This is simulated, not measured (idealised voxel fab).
process module | voxel self aligned contacts
cross-section cut | 270 nm wide | cells 5 nm
A cross-section is a grid of square cells, given in bands from the top down. A band is one or more rows of cells.
Each band's line starts with the height of the band's top and of its bottom, in nm. Then come its materials from left to right, each with its width in nm. One material with "throughout" fills the band from edge to edge. "air" is empty space.
Height 0 is the level under which the wafer as received is all one material. The lowest band goes on downwards, as in "0 down".
A width such as "30 to 40" changes by the same amount from each row of cells to the next, from the band's top row to its bottom row.
"no change" after a step means that no cell of the cross-section changed.
closed voids: empty space of 8 cells or more with no open way to the top, each as width x height at its distance from the left edge, in nm
after a step's settings: what the simulator itself notes on the step
overlay nm, on a step with a mask: how far to the right of its planned place the mask lay; to the left if negative
plan
1 op RECEIVE | material Si
2 op OXIDIZE | depth nm 5
3 op DIRECTIONAL_DEP | material polySi | thk nm 25
4 op DIRECTIONAL_DEP | material SiN | thk nm 25
5 op DIRECTIONAL_DEP | material aC | thk nm 15
6 op PATTERN | tone cover | mask id GATE | material resist | width nm 35 | pitch nm 80 | thk nm 30 | overlay nm 0
7 op DIRECTIONAL_ETCH | etch materials aC | depth nm 15
8 op STRIP | etch materials resist
9 op DIRECTIONAL_ETCH | etch materials SiN | depth nm 25
10 op DIRECTIONAL_ETCH | etch materials polySi | depth nm 25
11 op STRIP | etch materials aC
12 op CONFORMAL_DEP | material SiN | thk nm 10
13 op DIRECTIONAL_ETCH | etch materials SiN | depth nm 10
14 op FILL_DEP | material SiO2 | thk nm 15
15 op CMP | height nm 60
16 op DIRECTIONAL_DEP | material aC | thk nm 10
17 op PATTERN | tone open | mask id CONTACT | material resist | width nm 65 | thk nm 25 | overlay nm 0
18 op DIRECTIONAL_ETCH | etch materials aC | depth nm 10
19 op STRIP | etch materials resist
20 op DIRECTIONAL_ETCH | etch materials SiO2 | depth nm 65
21 op STRIP | etch materials aC
22 op CONFORMAL_DEP | material TiN | thk nm 5
23 op FILL_DEP | material Ru | thk nm 10
24 op CMP | height nm 60
25 op CONFORMAL_DEP | material SiN | thk nm 5
as received, after step 1
  0 down: Si throughout
  closed voids: none
a wafer at the end: this start, this plan, one mistake
  65 to 60: SiN throughout
  60 to 50: Ru 95 to 60 | TiN 5 to 40 | SiO2 65 | TiN 5 to 40 | Ru 100 to 65
  50 to 25: Ru 60 | TiN 5 | SiN 55 | SiO2 25 | SiN 55 | TiN 5 | Ru 65
  25 to 0: Ru 60 | TiN 5 | SiN 10 | polySi 35 | SiN 10 | SiO2 25 | SiN 10 | polySi 35 | SiN 10 | TiN 5 | Ru 65
  0 to -5: TiN 65 | SiO2 135 | TiN 70
  -5 down: Si throughout
  closed voids: none
what went wrong: step 17 ran as: op PATTERN | tone cover | mask id CONTACT | material resist | width nm 65 | thk nm 25 | overlay nm 0
